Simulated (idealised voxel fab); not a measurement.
Process module in this document: voxel self aligned contacts
Cross-section cut: width 280 nm, square cells of 5 nm.
Heads up, the way a cross-section reads in here is a grid of square cells, handed over as bands from the top down, with every band being one or more rows of cells.
What a band's entry tells you: where the top is and where the bottom is, as heights in nm, and after that what lies inside, material by material from left to right, each with its width in nm. Empty space is written as the word "empty", and a single material marked with the word "everywhere" occupies the band from edge to edge.
Height reference: 0 = level under which incoming wafer is all one material. Lowest band: no bottom, runs on downward, e.g. "0..down".
It should be noted that a width expressed as "30->40" varies in equal increments from row to row of cells within the band, taking the value of the first number at the top row and that of the second number at the bottom row.
A step reported as "nothing altered" is a step in which no cell of the cross-section changed.
For the entry "Sealed voids", the listed items are empty spaces with no open way to the top whose size is 8 cells or more; each item follows the pattern width x height at distance, where distance is from the left edge and all three are in nm.
If you see something after the settings on a step's line, that's the simulator's own remark about that step.
Regarding "overlay nm": on a step with a mask, it is the distance the mask lay to the right of its planned place; a negative value places it to the left.

**Here's what the planned process steps look like**
| 1 | op RECEIVE | material Si |
| 2 | op OXIDIZE | depth nm 5 |
| 3 | op DIRECTIONAL_DEP | material polySi | thk nm 20 |
| 4 | op DIRECTIONAL_DEP | material SiN | thk nm 25 |
| 5 | op DIRECTIONAL_DEP | material aC | thk nm 10 |
| 6 | op PATTERN | tone cover | mask id GATE | material resist | width nm 30 | pitch nm 75 | thk nm 25 | overlay nm 0 |
| 7 | op DIRECTIONAL_ETCH | etch materials aC | depth nm 10 |
| 8 | op STRIP | etch materials resist |
| 9 | op DIRECTIONAL_ETCH | etch materials SiN | depth nm 25 |
| 10 | op DIRECTIONAL_ETCH | etch materials polySi | depth nm 20 |
| 11 | op STRIP | etch materials aC |
| 12 | op CONFORMAL_DEP | material SiN | thk nm 10 |
| 13 | op DIRECTIONAL_ETCH | etch materials SiN | depth nm 10 |
| 14 | op FILL_DEP | material SiO2 | thk nm 15 |
| 15 | op CMP | height nm 55 |
| 16 | op PATTERN | tone open | mask id CONTACT | material resist | width nm 45 | thk nm 15 | overlay nm 0 |
| 17 | op DIRECTIONAL_ETCH | etch materials SiO2 | depth nm 60 |
| 18 | op STRIP | etch materials resist |
| 19 | op CONFORMAL_DEP | material TiN | thk nm 5 |
| 20 | op FILL_DEP | material W | thk nm 10 |
| 21 | op CMP | height nm 55 |
| 22 | op CONFORMAL_DEP | material SiCN | thk nm 5 |
What sets these wafers apart? The width nm at step 16. They all start alike, and the plan carries the first wafer's value.

**Cross-sectional view of the first of several wafers in the as-received condition, corresponding to the state following step 1**
* 0..down  Si everywhere
* Sealed voids: none

**Note: the following table is arranged by wafer, a row apiece. Each row reports the end-of-module state: per material, cells gained (+) or cells lost (-) compared with the wafer as received; closed voids follow**
width nm 45, -56 Si, +56 SiCN, +132 SiN, +424 SiO2, +31 TiN, +37 W, +48 polySi, Sealed voids: none
width nm 50, -56 Si, +56 SiCN, +132 SiN, +422 SiO2, +32 TiN, +38 W, +48 polySi, Sealed voids: none
width nm 55, -56 Si, +56 SiCN, +132 SiN, +420 SiO2, +33 TiN, +39 W, +48 polySi, Sealed voids: none
width nm 60, -56 Si, +56 SiCN, +132 SiN, +418 SiO2, +34 TiN, +40 W, +48 polySi, Sealed voids: none
width nm 65, -56 Si, +56 SiCN, +132 SiN, +416 SiO2, +35 TiN, +41 W, +48 polySi, Sealed voids: none
width nm 70, -56 Si, +56 SiCN, +132 SiN, +414 SiO2, +36 TiN, +42 W, +48 polySi, Sealed voids: none
